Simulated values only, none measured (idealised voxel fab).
process module | voxel ribs on slabs
Cross-section cut spans 290 nm and uses square cells 5 nm in size.
Notation: cross-section as square-cell grid; stated in bands, top first, going down; one or more cell rows per band.
The band entry comprises the height of the band's top followed by the height of its bottom, expressed in nm, and subsequently the band's materials from left to right, each stated together with its width in nm. Where a single material is marked with the word "edge to edge", that material fills the band from edge to edge. The word "empty" represents empty space.
Beneath 0, the wafer as received is one material, and that level is where height counting begins. The lowest band goes on downward without a bottom; it is written like "from 0 down".
Width: "30 to 40" (first number = top row, second number = bottom row, same change from row to row of cells).
Reading "everything unchanged" for a step: not a cell of the cross-section changed in it.
The list in "Closed void inventory" covers empty spaces of 8 cells or more that cannot reach the top through any open way, and it gives each as width x height at distance; the distance is from the left edge, and width, height and distance are in nm.
Post-settings text on a step line: simulator's own remark regarding the step.
overlay nm: right-of-plan distance of the mask on a masked step; negative values mean left-of-plan.

Set out below are the planned steps of the process
1: op RECEIVE | material Si
2: op DIRECTIONAL_DEP | material SiO2 | thk nm 20
3: op DIRECTIONAL_DEP | material polySi | thk nm 15
4: op MASKED_ETCH | tone cover | mask id RIB | width nm 25 | etch materials polySi | depth nm 5 | overlay nm 0
5: op DIRECTIONAL_DEP | material aC | thk nm 10
6: op PATTERN | tone cover | mask id SLAB | material resist | width nm 75 | thk nm 25 | overlay nm 0
7: op DIRECTIONAL_ETCH | etch materials aC | depth nm 10
8: op STRIP | etch materials resist
9: op DIRECTIONAL_ETCH | etch materials polySi | depth nm 10
10: op STRIP | etch materials aC
11: op FILL_DEP | material SiO2 | thk nm 20
12: op CMP | height nm 45
13: op DIRECTIONAL_DEP | material TiN | thk nm 5
14: op DIRECTIONAL_DEP | material aC | thk nm 15
15: op PATTERN | tone cover | mask id HEATER | material resist | width nm 35 | thk nm 35 | overlay nm 0
16: op DIRECTIONAL_ETCH | etch materials aC | depth nm 15
17: op STRIP | etch materials resist
18: op DIRECTIONAL_ETCH | etch materials TiN | depth nm 5
19: op STRIP | etch materials aC
20: op CONFORMAL_DEP | material SiO2 | thk nm 5

Incoming wafer in cross-section (state: after step 1)
	from 0 down | Si edge to edge
	Closed void inventory: none

End state of the module in cross-section, given the above starting point and plan and one mistake in execution
	from 55 to 50 | empty: 120, SiO2: 45, empty: 125
	from 50 to 45 | SiO2: 125, TiN: 35, SiO2: 130
	from 45 to 35 | SiO2 edge to edge
	from 35 to 30 | SiO2: 130, polySi: 25, SiO2: 135
	from 30 to 20 | SiO2: 115, polySi: 75, SiO2: 100
	from 20 to 0 | SiO2 edge to edge
	from 0 down | Si edge to edge
	Closed void inventory: none
Against the plan, the run slipped here: step 6: run off-plan, actual operation and settings op PATTERN | tone cover | mask id SLAB | material resist | width nm 75 | thk nm 25 | overlay nm 10
